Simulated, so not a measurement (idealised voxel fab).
process module | voxel ribs on slabs
This is section cut - it's 275 nm across, gridded in 5 nm square cells.
A cross-section is written here as square cells arranged in a grid, and it is given in bands from the top down, each band taking up one or more rows of cells.
Basically the band line says how high the top is and how high the bottom is, in nm, and then what's in it from left to right, every material with its width in nm. Empty space shows up as "air", and if a single material carries "all across" it runs the full band edge to edge.
Heights are expressed relative to 0, this being the level below which the as-received wafer comprises one material exclusively. The lowest band is unbounded in the downward direction and is denoted as in "0 and below".
Width: "30..40" (first number = top row, second number = bottom row, same change from row to row of cells).
A step reported as "left unchanged" is a step in which no cell of the cross-section changed.
Listed in "Trapped cavities": every empty space of 8 or more cells without an open way to the top. Form: width x height at distance, the distance being from the left edge, all in nm.
If you see something after the settings on a step's line, that's the simulator's own remark about that step.
What "overlay nm" on a step's line means: if the step has a mask, that mask lay this far to the right of its planned place, or, when the value is negative, to the left.

THE STEPS PLANNED FOR THE PROCESS ARE AS FOLLOWS
1,RECEIVE [material Si]
2,DIRECTIONAL_DEP [material SiO2] [thk nm 20]
3,DIRECTIONAL_DEP [material SiN] [thk nm 15]
4,PATTERN [tone cover] [mask id RIB] [material resist] [width nm 25] [thk nm 20] [overlay nm 0]
5,DIRECTIONAL_ETCH [etch materials SiN] [depth nm 10]
6,STRIP [etch materials resist]
7,DIRECTIONAL_DEP [material aC] [thk nm 10]
8,PATTERN [tone cover] [mask id SLAB] [material resist] [width nm 75] [thk nm 25] [overlay nm 0]
9,DIRECTIONAL_ETCH [etch materials aC] [depth nm 10]
10,STRIP [etch materials resist]
11,DIRECTIONAL_ETCH [etch materials SiN] [depth nm 5]
12,STRIP [etch materials aC]
13,FILL_DEP [material SiO2] [thk nm 30]
14,CMP [height nm 55]
15,DIRECTIONAL_DEP [material TiN] [thk nm 10]
16,PATTERN [tone cover] [mask id HEATER] [material resist] [width nm 35] [thk nm 15] [overlay nm 0]
17,DIRECTIONAL_ETCH [etch materials TiN] [depth nm 10]
18,STRIP [etch materials resist]
19,CONFORMAL_DEP [material SiN] [thk nm 5]

THE FIRST WAFER OF TWO, PROCESSED AS PLANNED

CROSS-SECTION OF THE WAFER AS IT CAME TO US, I.E., ALREADY THROUGH STEP 1
	0 and below = Si all across
	Trapped cavities: none

HOW THE WAFER STANDS IN SECTION AFTER STEP 2
	20 down to 0 = SiO2 all across
	Below 0, the layers are the same as they were.

HOW THE WAFER STANDS IN SECTION AFTER STEP 3
	35 down to 20 = SiN all across
	Below 20, the layers are the same as they were.

HOW THE WAFER STANDS IN SECTION AFTER STEP 4
	55 down to 35 = 125 of air; 25 of resist; 125 of air
	Below 35, the layers are the same as they were.

HOW THE WAFER STANDS IN SECTION AFTER STEP 5
	55 down to 35 = 125 of air; 25 of resist; 125 of air
	35 down to 25 = 125 of air; 25 of SiN; 125 of air
	Below 25, the layers are the same as they were.

HOW THE WAFER STANDS IN SECTION AFTER STEP 6
	35 down to 25 = 125 of air; 25 of SiN; 125 of air
	Below 25, the layers are the same as they were.

HOW THE WAFER STANDS IN SECTION AFTER STEP 7
	45 down to 35 = 125 of air; 25 of aC; 125 of air
	35 down to 25 = 125 of aC; 25 of SiN; 125 of aC
	Below 25, the layers are the same as they were.

HOW THE WAFER STANDS IN SECTION AFTER STEP 8
	70 down to 45 = 100 of air; 75 of resist; 100 of air
	45 down to 35 = 100 of air; 25 of resist; 25 of aC; 25 of resist; 100 of air
	Below 35, the layers are the same as they were.

HOW THE WAFER STANDS IN SECTION AFTER STEP 9
	60 down to 45 = 100 of air; 75 of resist; 100 of air
	45 down to 35 = 100 of air; 25 of resist; 25 of aC; 25 of resist; 100 of air
	35 down to 25 = 100 of air; 25 of aC; 25 of SiN; 25 of aC; 100 of air
	Below 25, the layers are the same as they were.

HOW THE WAFER STANDS IN SECTION AFTER STEP 10
	45 down to 35 = 125 of air; 25 of aC; 125 of air
	Below 35, the layers are the same as they were.

HOW THE WAFER STANDS IN SECTION AFTER STEP 11
	45 down to 35 = 125 of air; 25 of aC; 125 of air
	35 down to 25 = 100 of air; 25 of aC; 25 of SiN; 25 of aC; 100 of air
	25 down to 20 = 100 of air; 75 of SiN; 100 of air
	Below 20, the layers are the same as they were.

HOW THE WAFER STANDS IN SECTION AFTER STEP 12
	35 down to 25 = 125 of air; 25 of SiN; 125 of air
	Below 25, the layers are the same as they were.

HOW THE WAFER STANDS IN SECTION AFTER STEP 13
	65 down to 35 = SiO2 all across
	35 down to 25 = 125 of SiO2; 25 of SiN; 125 of SiO2
	25 down to 20 = 100 of SiO2; 75 of SiN; 100 of SiO2
	Below 20, the layers are the same as they were.

HOW THE WAFER STANDS IN SECTION AFTER STEP 14
	55 down to 35 = SiO2 all across
	Below 35, the layers are the same as they were.

HOW THE WAFER STANDS IN SECTION AFTER STEP 15
	65 down to 55 = TiN all across
	Below 55, the layers are the same as they were.

HOW THE WAFER STANDS IN SECTION AFTER STEP 16
	80 down to 65 = 120 of air; 35 of resist; 120 of air
	Below 65, the layers are the same as they were.

HOW THE WAFER STANDS IN SECTION AFTER STEP 17
	80 down to 65 = 120 of air; 35 of resist; 120 of air
	65 down to 55 = 120 of air; 35 of TiN; 120 of air
	Below 55, the layers are the same as they were.

HOW THE WAFER STANDS IN SECTION AFTER STEP 18
	65 down to 55 = 120 of air; 35 of TiN; 120 of air
	Below 55, the layers are the same as they were.

HOW THE WAFER STANDS IN SECTION AFTER STEP 19
	70 down to 65 = 115 of air; 45 of SiN; 115 of air
	65 down to 60 = 115 of air; 5 of SiN; 35 of TiN; 5 of SiN; 115 of air
	60 down to 55 = 120 of SiN; 35 of TiN; 120 of SiN
	Below 55, the layers are the same as they were.

THE SECOND WAFER: IDENTICAL TO THE FIRST AT THE OUTSET AND IN ITS PLANNED SEQUENCE, DIFFERING ONLY IN THAT ONE MISTAKE WAS MADE DURING PROCESSING; UP TO AND INCLUDING STEP 7, ITS PATH IS THE FIRST WAFER'S PATH

SECOND WAFER PROFILE IN SECTION, AT THE MOMENT STEP 8 OF THE PLAN WAS MEANT TO BE COMPLETE
	70 down to 45 = 95 of air; 75 of resist; 105 of air
	45 down to 35 = 95 of air; 30 of resist; 25 of aC; 20 of resist; 105 of air
	Below 35, the layers are the same as they were.

SECOND WAFER PROFILE IN SECTION, AT THE MOMENT STEP 9 OF THE PLAN WAS MEANT TO BE COMPLETE
	60 down to 45 = 95 of air; 75 of resist; 105 of air
	45 down to 35 = 95 of air; 30 of resist; 25 of aC; 20 of resist; 105 of air
	35 down to 25 = 95 of air; 30 of aC; 25 of SiN; 20 of aC; 105 of air
	Below 25, the layers are the same as they were.

SECOND WAFER PROFILE IN SECTION, AT THE MOMENT STEP 10 OF THE PLAN WAS MEANT TO BE COMPLETE
	45 down to 35 = 125 of air; 25 of aC; 125 of air
	Below 35, the layers are the same as they were.

SECOND WAFER PROFILE IN SECTION, AT THE MOMENT STEP 11 OF THE PLAN WAS MEANT TO BE COMPLETE
	45 down to 35 = 125 of air; 25 of aC; 125 of air
	35 down to 25 = 95 of air; 30 of aC; 25 of SiN; 20 of aC; 105 of air
	25 down to 20 = 95 of air; 75 of SiN; 105 of air
	Below 20, the layers are the same as they were.

SECOND WAFER PROFILE IN SECTION, AT THE MOMENT STEP 12 OF THE PLAN WAS MEANT TO BE COMPLETE
	35 down to 25 = 125 of air; 25 of SiN; 125 of air
	Below 25, the layers are the same as they were.

SECOND WAFER PROFILE IN SECTION, AT THE MOMENT STEP 13 OF THE PLAN WAS MEANT TO BE COMPLETE
	65 down to 35 = SiO2 all across
	35 down to 25 = 125 of SiO2; 25 of SiN; 125 of SiO2
	25 down to 20 = 95 of SiO2; 75 of SiN; 105 of SiO2
	Below 20, the layers are the same as they were.

SECOND WAFER PROFILE IN SECTION, AT THE MOMENT STEP 14 OF THE PLAN WAS MEANT TO BE COMPLETE
	55 down to 35 = SiO2 all across
	Below 35, the layers are the same as they were.

SECOND WAFER PROFILE IN SECTION, AT THE MOMENT STEP 15 OF THE PLAN WAS MEANT TO BE COMPLETE
	65 down to 55 = TiN all across
	Below 55, the layers are the same as they were.

SECOND WAFER PROFILE IN SECTION, AT THE MOMENT STEP 16 OF THE PLAN WAS MEANT TO BE COMPLETE
	80 down to 65 = 120 of air; 35 of resist; 120 of air
	Below 65, the layers are the same as they were.

SECOND WAFER PROFILE IN SECTION, AT THE MOMENT STEP 17 OF THE PLAN WAS MEANT TO BE COMPLETE
	80 down to 65 = 120 of air; 35 of resist; 120 of air
	65 down to 55 = 120 of air; 35 of TiN; 120 of air
	Below 55, the layers are the same as they were.

SECOND WAFER PROFILE IN SECTION, AT THE MOMENT STEP 18 OF THE PLAN WAS MEANT TO BE COMPLETE
	65 down to 55 = 120 of air; 35 of TiN; 120 of air
	Below 55, the layers are the same as they were.

SECOND WAFER PROFILE IN SECTION, AT THE MOMENT STEP 19 OF THE PLAN WAS MEANT TO BE COMPLETE
	70 down to 65 = 115 of air; 45 of SiN; 115 of air
	65 down to 60 = 115 of air; 5 of SiN; 35 of TiN; 5 of SiN; 115 of air
	60 down to 55 = 120 of SiN; 35 of TiN; 120 of SiN
	Below 55, the layers are the same as they were.
Nonconformance to the process plan: it should be noted that step 8 was executed with settings other than those planned, the operation and settings actually applied being PATTERN [tone cover] [mask id SLAB] [material resist] [width nm 75] [thk nm 25] [overlay nm -5]
At the close, every material occupies the same number of cells on the second wafer as on the first, only in different positions.
